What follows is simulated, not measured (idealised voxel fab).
Process module name: voxel self aligned vias
The figure presents cross-section cut, which has a width of 280 nm and is divided into square cells with an edge length of 5 nm.
Bands, listed from the top down, are how a cross-section gets written in this document; the cross-section itself is a grid of square cells, and a band is one or more rows of them.
For a band, the entry starts with two heights in nm, that of the top and then that of the bottom, and carries on with the band's materials in order from left to right, each alongside its width in nm; the word "throughout" beside a single material means it fills the band edge to edge, and "empty" means empty space.
It should be noted that heights are counted from 0, beneath which the wafer as supplied is of one material throughout, and that the lowest band possesses no lower boundary but continues downward, as written in "0 -> down".
A width given as "30 to 40" starts at the first number in the band's top row and ends at the second number in its bottom row, shifting by an equal amount at every step from row to row.
What does "remained unchanged" mean for a step? It means no cell of the cross-section changed in that step.
Enclosed voids (no open way to top), threshold 8 cells or more, entry "Closed void listing", notation width x height at distance, distance from left edge, nm.
On a step's line, text after the settings is the simulator commenting on that step.
A step line may carry the setting "overlay nm", which, for steps involving a mask, states the distance by which the mask lay to the right of its intended position; negative values denote displacement to the left.

# List of planned process steps
| 1 | RECEIVE [material Si] |
| 2 | CONFORMAL_DEP [material SiO2] [thk nm 15] |
| 3 | CONFORMAL_DEP [material SiCN] [thk nm 5] |
| 4 | DIRECTIONAL_DEP [material SiO2] [thk nm 30] |
| 5 | DIRECTIONAL_DEP [material aC] [thk nm 10] |
| 6 | PATTERN [tone open] [mask id LINES] [material resist] [width nm 20] [pitch nm 45] [thk nm 25] [overlay nm 0] |
| 7 | DIRECTIONAL_ETCH [etch materials aC] [depth nm 10] |
| 8 | STRIP [etch materials resist] |
| 9 | DIRECTIONAL_ETCH [etch materials SiO2] [depth nm 30] |
| 10 | STRIP [etch materials aC] |
| 11 | CONFORMAL_DEP [material TiN] [thk nm 5] |
| 12 | FILL_DEP [material Ru] [thk nm 5] |
| 13 | CMP [height nm 50] |
| 14 | SELECTIVE_ETCH [etch materials W Ru TiN] [depth nm 10] |
| 15 | FILL_DEP [material SiN] [thk nm 5] |
| 16 | CMP [height nm 50] |
| 17 | DIRECTIONAL_DEP [material SiO2] [thk nm 15] |
| 18 | DIRECTIONAL_DEP [material aC] [thk nm 10] |
| 19 | PATTERN [tone open] [mask id VIAS] [material resist] [width nm 30] [thk nm 25] [overlay nm 0] |
| 20 | DIRECTIONAL_ETCH [etch materials aC] [depth nm 10] |
| 21 | STRIP [etch materials resist] |
| 22 | DIRECTIONAL_ETCH [etch materials SiO2] [depth nm 15] |
| 23 | DIRECTIONAL_ETCH [etch materials SiN] [depth nm 10] |
| 24 | STRIP [etch materials aC] |
| 25 | CONFORMAL_DEP [material TiN] [thk nm 5] |
| 26 | FILL_DEP [material Ru] [thk nm 10] |
| 27 | CMP [height nm 65] |
| 28 | CONFORMAL_DEP [material SiCN] [thk nm 5] |

# Shown in cross-section is the wafer as received, that is, as it stands after step 1
* 0 -> down: Si throughout
* Closed void listing: none

# End-of-module XS, first of two wafers, run as planned
* 70 -> 65: SiCN throughout
* 65 -> 55: SiO2 100 nm, TiN 5 nm, Ru 20 nm, TiN 5 nm, SiO2 150 nm
* 55 -> 50: SiO2 100 nm, TiN 10 nm, Ru 10 nm, TiN 10 nm, SiO2 150 nm
* 50 -> 45: SiO2 105 nm, TiN 5 nm, Ru 10 nm, TiN 5 nm, SiO2 25 nm, SiN 20 nm, SiO2 110 nm
* 45 -> 40: SiO2 105 nm, TiN 20 nm, SiO2 25 nm, SiN 20 nm, SiO2 110 nm
* 40 -> 25: SiO2 105 nm, TiN 5 nm, Ru 10 nm, TiN 5 nm, SiO2 25 nm, TiN 5 nm, Ru 10 nm, TiN 5 nm, SiO2 110 nm
* 25 -> 20: SiO2 105 nm, TiN 20 nm, SiO2 25 nm, TiN 20 nm, SiO2 110 nm
* 20 -> 15: SiCN throughout
* 15 -> 0: SiO2 throughout
* 0 -> down: Si throughout
* Closed void listing: none

# Second wafer cross-section at end of module - shared start and plan with the first, one mistake in the run
* 70 -> 65: SiCN throughout
* 65 -> 55: SiO2 100 nm, TiN 5 nm, Ru 25 nm, TiN 5 nm, SiO2 145 nm
* 55 -> 50: SiO2 100 nm, TiN 10 nm, Ru 10 nm, TiN 15 nm, SiO2 145 nm
* 50 -> 45: SiO2 105 nm, TiN 5 nm, Ru 10 nm, TiN 5 nm, SiO2 25 nm, SiN 20 nm, SiO2 110 nm
* 45 -> 40: SiO2 105 nm, TiN 20 nm, SiO2 25 nm, SiN 20 nm, SiO2 110 nm
* 40 -> 25: SiO2 105 nm, TiN 5 nm, Ru 10 nm, TiN 5 nm, SiO2 25 nm, TiN 5 nm, Ru 10 nm, TiN 5 nm, SiO2 110 nm
* 25 -> 20: SiO2 105 nm, TiN 20 nm, SiO2 25 nm, TiN 20 nm, SiO2 110 nm
* 20 -> 15: SiCN throughout
* 15 -> 0: SiO2 throughout
* 0 -> down: Si throughout
* Closed void listing: none
Plan not followed: it should be noted that step 19 was executed with settings other than those planned, the operation and settings actually applied being PATTERN [tone open] [mask id VIAS] [material resist] [width nm 35] [thk nm 25] [overlay nm 0]
Bottom line after processing is that, in cells, the second wafer is up or down on some materials versus the first: +2 Ru | -3 SiO2 | +1 TiN
